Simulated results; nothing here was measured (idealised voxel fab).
process module | voxel self aligned contacts
cross-section cut | 265 nm wide | cells 5 nm
A cross-section is a grid of square cells, given in bands from the top down. A band is one or more rows of cells.
Each band's line starts with the height of the band's top and of its bottom, in nm. Then come its materials from left to right, each with its width in nm. One material with "throughout" fills the band from edge to edge. "air" is empty space.
Height 0 is the level under which the wafer as received is all one material. The lowest band goes on downwards, as in "0 down".
A width such as "30 to 40" changes by the same amount from each row of cells to the next, from the band's top row to its bottom row.
"no change" after a step means that no cell of the cross-section changed.
closed voids: empty space of 8 cells or more with no open way to the top, each as width x height at its distance from the left edge, in nm
after a step's settings: what the simulator itself notes on the step
overlay nm, on a step with a mask: how far to the right of its planned place the mask lay; to the left if negative
plan
1 op RECEIVE | material Si
2 op CONFORMAL_DEP | material SiO2 | thk nm 5
3 op DIRECTIONAL_DEP | material polySi | thk nm 30
4 op DIRECTIONAL_DEP | material SiN | thk nm 15
5 op DIRECTIONAL_DEP | material aC | thk nm 15
6 op PATTERN | tone cover | mask id GATE | material resist | width nm 25 | pitch nm 50 | thk nm 30 | overlay nm 0
7 op DIRECTIONAL_ETCH | etch materials aC | depth nm 15
8 op STRIP | etch materials resist
9 op DIRECTIONAL_ETCH | etch materials SiN | depth nm 15
10 op DIRECTIONAL_ETCH | etch materials polySi | depth nm 30
11 op STRIP | etch materials aC
12 op CONFORMAL_DEP | material SiN | thk nm 5
13 op DIRECTIONAL_ETCH | etch materials SiN | depth nm 5
14 op FILL_DEP | material SiO2 | thk nm 15
15 op CMP | height nm 55
16 op DIRECTIONAL_DEP | material aC | thk nm 10
17 op PATTERN | tone open | mask id CONTACT | material resist | width nm 35 | thk nm 30 | overlay nm 0
18 op DIRECTIONAL_ETCH | etch materials aC | depth nm 10
19 op STRIP | etch materials resist
20 op DIRECTIONAL_ETCH | etch materials SiO2 | depth nm 55
21 op STRIP | etch materials aC
22 op CONFORMAL_DEP | material TiN | thk nm 5
23 op FILL_DEP | material W | thk nm 5
24 op CMP | height nm 55
25 op CONFORMAL_DEP | material SiN | thk nm 5
as received, after step 1
  0 down: Si throughout
  closed voids: none
a wafer at the end: this start, this plan, one mistake
  60 to 55: SiN throughout
  55 to 50: SiO2 115 | TiN 15 | W 5 | TiN 15 | SiO2 115
  50 to 25: SiO2 90 | SiN 5 | polySi 25 | SiN 5 | TiN 5 | W 5 | TiN 5 | SiN 5 | polySi 25 | SiN 5 | SiO2 90
  25 to 20: SiO2 90 | SiN 5 | polySi 25 | SiN 5 | TiN 15 | SiN 5 | polySi 25 | SiN 5 | SiO2 90
  20 to 5: SiN throughout
  5 to 0: SiO2 throughout
  0 down: Si throughout
  closed voids: none
what went wrong: steps 3 and 4 were swapped
